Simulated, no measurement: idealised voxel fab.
The following is a process module called voxel ribs on slabs.
This is section cut - it's 275 nm across, gridded in 5 nm square cells.
When this document writes out a cross-section, it uses a grid of square cells and lists it as bands, beginning at the top and moving down, with a band standing for one or more rows of cells. Band: top and bottom heights (nm) first, top before bottom; then materials from left to right, widths in nm. "all across" marks a sole material filling the band edge to edge. "blank" denotes empty space. Counting heights begins at 0, where everything beneath is, in the wafer as received, one material. The lowest band has no bottom; it goes on downwards, as "0..down" shows. A width given as "30 to 40" starts at the first number in the band's top row and ends at the second number in its bottom row, shifting by an equal amount at every step from row to row. "all unchanged", as given for a step, is the statement that not any cell of the cross-section underwent a change during that step. Reported under the label "Sealed internal cavities" are the empty spaces having no open way to the top and comprising 8 cells or more; the notation for each is width x height at distance, in which the distance is measured from the left edge and all three values are in nm. The remark found on a step's line after its settings is issued by the simulator itself and pertains to that step. The line of a step may include "overlay nm". On a step with a mask, this value is how far to the right of its planned place the mask lay. A negative value means the mask lay to the left.
## Here's what the planned process steps look like
step 1: RECEIVE [material Si]
step 2: DIRECTIONAL_DEP [material SiO2] [thk nm 30]
step 3: DIRECTIONAL_DEP [material SiN] [thk nm 25]
step 4: PATTERN [tone cover] [mask id RIB] [material resist] [width nm 30] [thk nm 20] [overlay nm 0]
step 5: DIRECTIONAL_ETCH [etch materials SiN] [depth nm 10]
step 6: STRIP [etch materials resist]
step 7: DIRECTIONAL_DEP [material aC] [thk nm 10]
step 8: PATTERN [tone cover] [mask id SLAB] [material resist] [width nm 60] [thk nm 30] [overlay nm 0]
step 9: DIRECTIONAL_ETCH [etch materials aC] [depth nm 10]
step 10: STRIP [etch materials resist]
step 11: DIRECTIONAL_ETCH [etch materials SiN] [depth nm 15]
step 12: STRIP [etch materials aC]
step 13: FILL_DEP [material SiO2] [thk nm 20]
step 14: CMP [height nm 70]
step 15: DIRECTIONAL_DEP [material TiN] [thk nm 5]
step 16: DIRECTIONAL_DEP [material aC] [thk nm 15]
step 17: PATTERN [tone cover] [mask id HEATER] [material resist] [width nm 40] [thk nm 35] [overlay nm 0]
step 18: DIRECTIONAL_ETCH [etch materials aC] [depth nm 15]
step 19: STRIP [etch materials resist]
step 20: DIRECTIONAL_ETCH [etch materials TiN] [depth nm 10]
step 21: STRIP [etch materials aC]
step 22: CONFORMAL_DEP [material SiO2] [thk nm 5]
The value of thk nm given for step 15 in the plan refers to the first wafer; the wafers vary in this setting and are alike at the start.
## Here's the first of the wafers in cross-section, just as we got it, i.e. after step 1
0..down: Si all across
Sealed internal cavities: none
## First of several wafers in cross-section at module end, following the final step, step 22
80..75: 110 blank | 50 SiO2 | 115 blank
75..70: 115 SiO2 | 40 TiN | 120 SiO2
70..55: SiO2 all across
55..45: 120 SiO2 | 30 SiN | 125 SiO2
45..30: 105 SiO2 | 60 SiN | 110 SiO2
30..0: SiO2 all across
0..down: Si all across
Sealed internal cavities: none
## End of module, last wafer sectioned
100..95: 110 blank | 50 SiO2 | 115 blank
95..90: 110 blank | 5 SiO2 | 40 TiN | 5 SiO2 | 115 blank
90..85: 115 SiO2 | 40 TiN | 120 SiO2
85..70: TiN all across
70..55: SiO2 all across
55..45: 120 SiO2 | 30 SiN | 125 SiO2
45..30: 105 SiO2 | 60 SiN | 110 SiO2
30..0: SiO2 all across
0..down: Si all across
Sealed internal cavities: none
## Heads up, this table goes wafer by wafer. A row tells you, at the end of the module, how many cells of each material that wafer has put on (+) or dropped (-) since it was received, and then its closed voids
thk nm 5, +48 SiN, +779 SiO2, +8 TiN, Sealed internal cavities: none
thk nm 10, +48 SiN, +781 SiO2, +16 TiN, Sealed internal cavities: none
thk nm 15, +48 SiN, +781 SiO2, +71 TiN, Sealed internal cavities: none
thk nm 20, +48 SiN, +781 SiO2, +126 TiN, Sealed internal cavities: none
thk nm 25, +48 SiN, +781 SiO2, +181 TiN, Sealed internal cavities: none
